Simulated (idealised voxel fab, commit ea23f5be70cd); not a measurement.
Documented hereafter: the process module known as voxel wiring stack.
The width of the displayed cross-section, cut, is 300 nm; its cells are square, with a size of 5 nm.
Cross-section = grid of square cells, listed top down in bands; band = one or more rows.
This entry defines a band. It first specifies the height of the band's top and the height of its bottom in nm, and then specifies the band's materials from left to right, stating each material with its width in nm. The word "full width" identifies a single material that fills the band from edge to edge, while the word "empty" identifies empty space.
It should be noted that heights are counted from 0, beneath which the wafer as supplied is of one material throughout, and that the lowest band possesses no lower boundary but continues downward, as written in "0 and below".
So if you see something like "30->40" for the width, read it as the top row of the band sitting at the first number and the bottom row at the second, with every row in between moving by the same amount as the last.
A step reported as "nothing different" is a step in which no cell of the cross-section changed.
This entry, "Enclosed void catalog", enumerates those empty regions of no fewer than 8 cells that possess no open connection to the top. Each region is reported in the form width x height at distance, the distance being taken from the left edge, with all three quantities expressed in nm.
Where a step's line continues beyond its settings, the continuation is a remark by the simulator itself on that step.
"overlay nm" on a masked step: distance the mask lay right of its planned place, negative for left.
Everything after this point is organized in pairs: a cross-section before one process step, a cross-section after it that shows only as deep as the lowest changed band, and, under the pair, the intervening step with its settings. Because different runs of this module on the same starting wafer can supply different pairs, a pair continues from the pair above it only if its entry headed "State before" says so.

State before:
	30 down to 15: W full width
	15 down to 10: TiN full width
	10 down to 0: SiO2 full width
	0 and below: Si full width
	Enclosed void catalog: none

Resulting Cross-Section:
	50 down to 30: resist (85) | empty (30) | resist (20) | empty (30) | resist (20) | empty (30) | resist (85)
	Beneath the level 30, the cross-section is identical to its previous state.
	Enclosed void catalog: none
Link between the two cross-sections above: PATTERN,tone open,mask id METAL_1,material resist,width nm 30,pitch nm 50,thk nm 20,overlay nm 0

State before: same picture as after in the pair right above, so we don't repeat it.

Resulting Cross-Section:
	50 down to 30: resist (85) | empty (30) | resist (20) | empty (30) | resist (20) | empty (30) | resist (85)
	30 down to 15: W (85) | empty (30) | W (20) | empty (30) | W (20) | empty (30) | W (85)
	Beneath the level 15, the cross-section is identical to its previous state.
	Enclosed void catalog: none
Link between the two cross-sections above: DIRECTIONAL_ETCH,etch materials W,depth nm 15

State before: same picture as after in the pair right above, so we don't repeat it.

Resulting Cross-Section:
	50 down to 30: resist (85) | empty (30) | resist (20) | empty (30) | resist (20) | empty (30) | resist (85)
	30 down to 15: W (85) | empty (30) | W (20) | empty (30) | W (20) | empty (30) | W (85)
	15 down to 10: TiN (85) | empty (30) | TiN (20) | empty (30) | TiN (20) | empty (30) | TiN (85)
	Beneath the level 10, the cross-section is identical to its previous state.
	Enclosed void catalog: none
Link between the two cross-sections above: DIRECTIONAL_ETCH,etch materials TiN,depth nm 5

State before: same picture as after in the pair right above, so we don't repeat it.

Resulting Cross-Section:
	30 down to 15: W (85) | empty (30) | W (20) | empty (30) | W (20) | empty (30) | W (85)
	Beneath the level 15, the cross-section is identical to its previous state.
	Enclosed void catalog: none
Link between the two cross-sections above: STRIP,etch materials resist

State before: same picture as after in the pair right above, so we don't repeat it.

Resulting Cross-Section:
	40 down to 30: lowk full width
	30 down to 15: W (85) | lowk (30) | W (20) | lowk (30) | W (20) | lowk (30) | W (85)
	15 down to 10: TiN (85) | lowk (30) | TiN (20) | lowk (30) | TiN (20) | lowk (30) | TiN (85)
	Beneath the level 10, the cross-section is identical to its previous state.
	Enclosed void catalog: none
Link between the two cross-sections above: FILL_DEP,material lowk,thk nm 10

State before: same picture as after in the pair right above, so we don't repeat it.

Resulting Cross-Section:
	30 down to 15: W (85) | lowk (30) | W (20) | lowk (30) | W (20) | lowk (30) | W (85)
	Beneath the level 15, the cross-section is identical to its previous state.
	Enclosed void catalog: none
Link between the two cross-sections above: CMP,height nm 30

State before: same picture as after in the pair right above, so we don't repeat it.

Resulting Cross-Section:
	35 down to 30: SiCN full width
	Beneath the level 30, the cross-section is identical to its previous state.
	Enclosed void catalog: none
Link between the two cross-sections above: CONFORMAL_DEP,material SiCN,thk nm 5

State before: same picture as after in the pair right above, so we don't repeat it.

Resulting Cross-Section:
	45 down to 35: lowk full width
	Beneath the level 35, the cross-section is identical to its previous state.
	Enclosed void catalog: none
Link between the two cross-sections above: DIRECTIONAL_DEP,material lowk,thk nm 10

State before: same picture as after in the pair right above, so we don't repeat it.

Resulting Cross-Section:
	65 down to 45: resist (85) | empty (15) | resist (35) | empty (15) | resist (35) | empty (15) | resist (100)
	Beneath the level 45, the cross-section is identical to its previous state.
	Enclosed void catalog: none
Link between the two cross-sections above: PATTERN,tone open,mask id PLUG_1,material resist,width nm 15,pitch nm 50,thk nm 20,overlay nm 0

State before: same picture as after in the pair right above, so we don't repeat it.

Resulting Cross-Section:
	65 down to 45: resist (85) | empty (15) | resist (35) | empty (15) | resist (35) | empty (15) | resist (100)
	45 down to 35: lowk (85) | empty (15) | lowk (35) | empty (15) | lowk (35) | empty (15) | lowk (100)
	Beneath the level 35, the cross-section is identical to its previous state.
	Enclosed void catalog: none
Link between the two cross-sections above: DIRECTIONAL_ETCH,etch materials lowk,depth nm 10

State before: same picture as after in the pair right above, so we don't repeat it.

Resulting Cross-Section:
	65 down to 45: resist (85) | empty (15) | resist (35) | empty (15) | resist (35) | empty (15) | resist (100)
	45 down to 35: lowk (85) | empty (15) | lowk (35) | empty (15) | lowk (35) | empty (15) | lowk (100)
	35 down to 30: SiCN (85) | empty (15) | SiCN (35) | empty (15) | SiCN (35) | empty (15) | SiCN (100)
	Beneath the level 30, the cross-section is identical to its previous state.
	Enclosed void catalog: none
Link between the two cross-sections above: DIRECTIONAL_ETCH,etch materials SiCN,depth nm 5

State before: same picture as after in the pair right above, so we don't repeat it.

Resulting Cross-Section:
	45 down to 35: lowk (85) | empty (15) | lowk (35) | empty (15) | lowk (35) | empty (15) | lowk (100)
	Beneath the level 35, the cross-section is identical to its previous state.
	Enclosed void catalog: none
Link between the two cross-sections above: STRIP,etch materials resist

State before: same picture as after in the pair right above, so we don't repeat it.

Resulting Cross-Section:
	50 down to 45: SiCN (90) | empty (5) | SiCN (45) | empty (5) | SiCN (45) | empty (5) | SiCN (105)
	45 down to 35: lowk (85) | SiCN (5) | empty (5) | SiCN (5) | lowk (35) | SiCN (5) | empty (5) | SiCN (5) | lowk (35) | SiCN (5) | empty (5) | SiCN (5) | lowk (100)
	35 down to 30: SiCN full width
	Beneath the level 30, the cross-section is identical to its previous state.
	Enclosed void catalog: none
Link between the two cross-sections above: CONFORMAL_DEP,material SiCN,thk nm 5

State before: same picture as after in the pair right above, so we don't repeat it.

Resulting Cross-Section:
	65 down to 50: SiO2 (90) | empty (5) | SiO2 (45) | empty (5) | SiO2 (45) | empty (5) | SiO2 (105)
	50 down to 45: SiCN (90) | SiO2 (5) | SiCN (45) | SiO2 (5) | SiCN (45) | SiO2 (5) | SiCN (105)
	45 down to 35: lowk (85) | SiCN (5) | SiO2 (5) | SiCN (5) | lowk (35) | SiCN (5) | SiO2 (5) | SiCN (5) | lowk (35) | SiCN (5) | SiO2 (5) | SiCN (5) | lowk (100)
	Beneath the level 35, the cross-section is identical to its previous state.
	Enclosed void catalog: none
Link between the two cross-sections above: DIRECTIONAL_DEP,material SiO2,thk nm 15

State before: same picture as after in the pair right above, so we don't repeat it.

Resulting Cross-Section:
	75 down to 65: aC (90) | empty (5) | aC (45) | empty (5) | aC (45) | empty (5) | aC (105)
	65 down to 60: SiO2 (90) | empty (5) | SiO2 (45) | empty (5) | SiO2 (45) | empty (5) | SiO2 (105)
	60 down to 50: SiO2 (90) | aC (5) | SiO2 (45) | aC (5) | SiO2 (45) | aC (5) | SiO2 (105)
	Beneath the level 50, the cross-section is identical to its previous state.
	Enclosed void catalog: none
Link between the two cross-sections above: DIRECTIONAL_DEP,material aC,thk nm 10

State before: same picture as after in the pair right above, so we don't repeat it.

Resulting Cross-Section:
	105 down to 75: resist (85) | empty (30) | resist (20) | empty (30) | resist (20) | empty (30) | resist (85)
	Beneath the level 75, the cross-section is identical to its previous state.
	Enclosed void catalog: none
Link between the two cross-sections above: PATTERN,tone open,mask id METAL_2,material resist,width nm 30,pitch nm 50,thk nm 30,overlay nm 0

State before: same picture as after in the pair right above, so we don't repeat it.

Resulting Cross-Section:
	95 down to 75: resist (85) | empty (30) | resist (20) | empty (30) | resist (20) | empty (30) | resist (85)
	75 down to 65: aC (85) | empty (30) | aC (20) | empty (30) | aC (20) | empty (30) | aC (85)
	65 down to 50: SiO2 (90) | empty (5) | SiO2 (45) | empty (5) | SiO2 (45) | empty (5) | SiO2 (105)
	Beneath the level 50, the cross-section is identical to its previous state.
	Enclosed void catalog: none
Link between the two cross-sections above: DIRECTIONAL_ETCH,etch materials aC,depth nm 10

State before: same picture as after in the pair right above, so we don't repeat it.

Resulting Cross-Section:
	75 down to 65: aC (85) | empty (30) | aC (20) | empty (30) | aC (20) | empty (30) | aC (85)
	Beneath the level 65, the cross-section is identical to its previous state.
	Enclosed void catalog: none
Link between the two cross-sections above: STRIP,etch materials resist

State before: same picture as after in the pair right above, so we don't repeat it.

Resulting Cross-Section:
	75 down to 65: aC (85) | empty (30) | aC (20) | empty (30) | aC (20) | empty (30) | aC (85)
	65 down to 50: SiO2 (85) | empty (30) | SiO2 (20) | empty (30) | SiO2 (20) | empty (30) | SiO2 (85)
	50 down to 45: SiCN (90) | empty (5) | SiCN (45) | empty (5) | SiCN (45) | empty (5) | SiCN (105)
	45 down to 35: lowk (85) | SiCN (5) | empty (5) | SiCN (5) | lowk (35) | SiCN (5) | empty (5) | SiCN (5) | lowk (35) | SiCN (5) | empty (5) | SiCN (5) | lowk (100)
	Beneath the level 35, the cross-section is identical to its previous state.
	Enclosed void catalog: none
Link between the two cross-sections above: DIRECTIONAL_ETCH,etch materials SiO2,depth nm 15

State before: same picture as after in the pair right above, so we don't repeat it.

Resulting Cross-Section:
	75 down to 65: aC (85) | empty (30) | aC (20) | empty (30) | aC (20) | empty (30) | aC (85)
	65 down to 50: SiO2 (85) | empty (30) | SiO2 (20) | empty (30) | SiO2 (20) | empty (30) | SiO2 (85)
	50 down to 45: SiCN (85) | empty (30) | SiCN (20) | empty (30) | SiCN (20) | empty (30) | SiCN (85)
	45 down to 35: lowk (85) | SiCN (5) | empty (5) | SiCN (5) | lowk (35) | SiCN (5) | empty (5) | SiCN (5) | lowk (35) | SiCN (5) | empty (5) | SiCN (5) | lowk (100)
	35 down to 30: SiCN (90) | empty (5) | SiCN (45) | empty (5) | SiCN (45) | empty (5) | SiCN (105)
	Beneath the level 30, the cross-section is identical to its previous state.
	Enclosed void catalog: none
Link between the two cross-sections above: DIRECTIONAL_ETCH,etch materials SiCN,depth nm 5

State before: same picture as after in the pair right above, so we don't repeat it.

Resulting Cross-Section:
	65 down to 50: SiO2 (85) | empty (30) | SiO2 (20) | empty (30) | SiO2 (20) | empty (30) | SiO2 (85)
	Beneath the level 50, the cross-section is identical to its previous state.
	Enclosed void catalog: none
Link between the two cross-sections above: STRIP,etch materials aC

State before: same picture as after in the pair right above, so we don't repeat it.

Resulting Cross-Section:
	70 down to 65: TiN (90) | empty (20) | TiN (30) | empty (20) | TiN (30) | empty (20) | TiN (90)
	65 down to 50: SiO2 (85) | TiN (5) | empty (20) | TiN (5) | SiO2 (20) | TiN (5) | empty (20) | TiN (5) | SiO2 (20) | TiN (5) | empty (20) | TiN (5) | SiO2 (85)
	50 down to 45: SiCN (85) | TiN (30) | SiCN (20) | TiN (30) | SiCN (20) | TiN (30) | SiCN (85)
	45 down to 35: lowk (85) | SiCN (5) | TiN (5) | SiCN (5) | lowk (35) | SiCN (5) | TiN (5) | SiCN (5) | lowk (35) | SiCN (5) | TiN (5) | SiCN (5) | lowk (100)
	35 down to 30: SiCN (90) | TiN (5) | SiCN (45) | TiN (5) | SiCN (45) | TiN (5) | SiCN (105)
	Beneath the level 30, the cross-section is identical to its previous state.
	Enclosed void catalog: none
Link between the two cross-sections above: CONFORMAL_DEP,material TiN,thk nm 5

State before: same picture as after in the pair right above, so we don't repeat it.

Resulting Cross-Section:
	80 down to 70: Ru full width
	70 down to 65: TiN (90) | Ru (20) | TiN (30) | Ru (20) | TiN (30) | Ru (20) | TiN (90)
	65 down to 50: SiO2 (85) | TiN (5) | Ru (20) | TiN (5) | SiO2 (20) | TiN (5) | Ru (20) | TiN (5) | SiO2 (20) | TiN (5) | Ru (20) | TiN (5) | SiO2 (85)
	Beneath the level 50, the cross-section is identical to its previous state.
	Enclosed void catalog: none
Link between the two cross-sections above: FILL_DEP,material Ru,thk nm 10

State before: same picture as after in the pair right above, so we don't repeat it.

Resulting Cross-Section:
	65 down to 50: SiO2 (85) | TiN (5) | Ru (20) | TiN (5) | SiO2 (20) | TiN (5) | Ru (20) | TiN (5) | SiO2 (20) | TiN (5) | Ru (20) | TiN (5) | SiO2 (85)
	Beneath the level 50, the cross-section is identical to its previous state.
	Enclosed void catalog: none
Link between the two cross-sections above: CMP,height nm 65

State before: same picture as after in the pair right above, so we don't repeat it.

Resulting Cross-Section:
	70 down to 65: empty (80) | Ru (40) | empty (10) | Ru (40) | empty (10) | Ru (40) | empty (80)
	Beneath the level 65, the cross-section is identical to its previous state.
	Enclosed void catalog: none
Link between the two cross-sections above: EPI,material Ru,thk nm 5

State before: same picture as after in the pair right above, so we don't repeat it.

Resulting Cross-Section:
	75 down to 70: SiCN full width
	70 down to 65: SiCN (80) | Ru (40) | SiCN (10) | Ru (40) | SiCN (10) | Ru (40) | SiCN (80)
	Beneath the level 65, the cross-section is identical to its previous state.
	Enclosed void catalog: none
Link between the two cross-sections above: FILL_DEP,material SiCN,thk nm 5
